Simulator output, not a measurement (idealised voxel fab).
process module | voxel double patterning
cross-section cut | 265 nm wide | cells 5 nm
A cross-section is a grid of square cells, given in bands from the top down. A band is one or more rows of cells.
Each band's line starts with the height of the band's top and of its bottom, in nm. Then come its materials from left to right, each with its width in nm. One material with "throughout" fills the band from edge to edge. "air" is empty space.
Height 0 is the level under which the wafer as received is all one material. The lowest band goes on downwards, as in "0 down".
A width such as "30 to 40" changes by the same amount from each row of cells to the next, from the band's top row to its bottom row.
"no change" after a step means that no cell of the cross-section changed.
closed voids: empty space of 8 cells or more with no open way to the top, each as width x height at its distance from the left edge, in nm
after a step's settings: what the simulator itself notes on the step
overlay nm, on a step with a mask: how far to the right of its planned place the mask lay; to the left if negative
plan
1 op RECEIVE | material Si
2 op CONFORMAL_DEP | material SiO2 | thk nm 5
3 op DIRECTIONAL_DEP | material TiN | thk nm 15
4 op DIRECTIONAL_DEP | material SiN | thk nm 5
5 op MASKED_ETCH | tone open | mask id FIRST | width nm 15 | pitch nm 50 | etch materials SiN | depth nm 5 | overlay nm 0
6 op PATTERN | tone open | mask id SECOND | material resist | width nm 15 | pitch nm 50 | thk nm 15 | overlay nm 0
7 op DIRECTIONAL_ETCH | etch materials SiN | depth nm 5
8 op STRIP | etch materials resist
9 op DIRECTIONAL_ETCH | etch materials TiN | depth nm 15
10 op STRIP | etch materials SiN
first wafer, as planned
as received, after step 1
  0 down: Si throughout
  closed voids: none
after step 2
  5 to 0: SiO2 throughout
  below 0: unchanged
after step 3
  20 to 5: TiN throughout
  below 5: unchanged
after step 4
  25 to 20: SiN throughout
  below 20: unchanged
after step 5
  25 to 20: SiN 75 | air 15 | SiN 35 | air 15 | SiN 35 | air 15 | SiN 75
  below 20: unchanged
after step 6
  40 to 25: resist 100 | air 15 | resist 35 | air 15 | resist 100
  25 to 20: SiN 75 | resist 15 | SiN 35 | resist 15 | SiN 35 | resist 15 | SiN 75
  below 20: unchanged
after step 7
  40 to 25: resist 100 | air 15 | resist 35 | air 15 | resist 100
  25 to 20: SiN 75 | resist 15 | SiN 10 | air 15 | SiN 10 | resist 15 | SiN 10 | air 15 | SiN 10 | resist 15 | SiN 75
  below 20: unchanged
after step 8
  25 to 20: SiN 75 | air 15 | SiN 10 | air 15 | SiN 10 | air 15 | SiN 10 | air 15 | SiN 10 | air 15 | SiN 75
  below 20: unchanged
after step 9
  25 to 20: SiN 75 | air 15 | SiN 10 | air 15 | SiN 10 | air 15 | SiN 10 | air 15 | SiN 10 | air 15 | SiN 75
  20 to 5: TiN 75 | air 15 | TiN 10 | air 15 | TiN 10 | air 15 | TiN 10 | air 15 | TiN 10 | air 15 | TiN 75
  below 5: unchanged
after step 10
  20 to 5: TiN 75 | air 15 | TiN 10 | air 15 | TiN 10 | air 15 | TiN 10 | air 15 | TiN 10 | air 15 | TiN 75
  below 5: unchanged
second wafer: like start, like plan, one mistake. Through step 5 it matches the first wafer
when step 6 should have ended
  40 to 25: air 100 | resist 15 | air 35 | resist 15 | air 100
  below 25: unchanged
when step 7 should have ended
  40 to 25: air 100 | resist 15 | air 35 | resist 15 | air 100
  25 to 20: air 100 | SiN 15 | air 35 | SiN 15 | air 100
  below 20: unchanged
when step 8 should have ended
  25 to 20: air 100 | SiN 15 | air 35 | SiN 15 | air 100
  below 20: unchanged
when step 9 should have ended
  25 to 20: air 100 | SiN 15 | air 35 | SiN 15 | air 100
  20 to 5: air 100 | TiN 15 | air 35 | TiN 15 | air 100
  below 5: unchanged
when step 10 should have ended
  20 to 5: air 100 | TiN 15 | air 35 | TiN 15 | air 100
  below 5: unchanged
what went wrong: step 6 ran as: op PATTERN | tone cover | mask id SECOND | material resist | width nm 15 | pitch nm 50 | thk nm 15 | overlay nm 0
at the end the second wafer has, in cells: 96 fewer of TiN
